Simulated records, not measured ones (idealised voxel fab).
process module | voxel self aligned vias
cross-section cut | 250 nm wide | cells 5 nm
A cross-section is a grid of square cells, given in bands from the top down. A band is one or more rows of cells.
Each band's line starts with the height of the band's top and of its bottom, in nm. Then come its materials from left to right, each with its width in nm. One material with "throughout" fills the band from edge to edge. "air" is empty space.
Height 0 is the level under which the wafer as received is all one material. The lowest band goes on downwards, as in "0 down".
A width such as "30 to 40" changes by the same amount from each row of cells to the next, from the band's top row to its bottom row.
"no change" after a step means that no cell of the cross-section changed.
closed voids: empty space of 8 cells or more with no open way to the top, each as width x height at its distance from the left edge, in nm
after a step's settings: what the simulator itself notes on the step
overlay nm, on a step with a mask: how far to the right of its planned place the mask lay; to the left if negative
plan
1 op RECEIVE | material Si
2 op CONFORMAL_DEP | material SiO2 | thk nm 10
3 op CONFORMAL_DEP | material SiCN | thk nm 5
4 op DIRECTIONAL_DEP | material lowk | thk nm 25
5 op PATTERN | tone open | mask id LINES | material resist | width nm 30 | pitch nm 65 | thk nm 15 | overlay nm 0
6 op DIRECTIONAL_ETCH | etch materials lowk | depth nm 25
7 op STRIP | etch materials resist
8 op CONFORMAL_DEP | material TiN | thk nm 5
9 op FILL_DEP | material Ru | thk nm 10
10 op CMP | height nm 40
11 op SELECTIVE_ETCH | etch materials W Ru TiN | depth nm 10
12 op FILL_DEP | material SiN | thk nm 10
13 op CMP | height nm 40
14 op DIRECTIONAL_DEP | material lowk | thk nm 15
15 op PATTERN | tone open | mask id VIAS | material resist | width nm 50 | pitch nm 65 | thk nm 20 | overlay nm 0
16 op DIRECTIONAL_ETCH | etch materials lowk | depth nm 15
17 op DIRECTIONAL_ETCH | etch materials SiN | depth nm 10
18 op STRIP | etch materials resist
19 op CONFORMAL_DEP | material TiN | thk nm 5
20 op FILL_DEP | material W | thk nm 5
21 op CMP | height nm 55
22 op CONFORMAL_DEP | material SiN | thk nm 5
as received, after step 1
  0 down: Si throughout
  closed voids: none
a wafer at the end: this start, this plan, one mistake
  60 to 55: SiN throughout
  55 to 40: lowk 35 | TiN 5 | W 40 | TiN 5 | lowk 15 | TiN 5 | W 40 | TiN 5 | lowk 15 | TiN 5 | W 40 | TiN 5 | lowk 35
  40 to 35: SiN 35 | TiN 15 | W 20 | TiN 15 | SiN 15 | TiN 15 | W 20 | TiN 15 | SiN 15 | TiN 15 | W 20 | TiN 15 | SiN 35
  35 to 30: lowk 45 | TiN 30 | lowk 35 | TiN 30 | lowk 35 | TiN 30 | lowk 45
  30 to 15: lowk 45 | TiN 5 | Ru 20 | TiN 5 | lowk 35 | TiN 5 | Ru 20 | TiN 5 | lowk 35 | TiN 5 | Ru 20 | TiN 5 | lowk 45
  15 to 10: lowk 45 | TiN 30 | lowk 35 | TiN 30 | lowk 35 | TiN 30 | lowk 45
  10 to 0: SiO2 throughout
  0 down: Si throughout
  closed voids: none
what went wrong: step 3 was left out
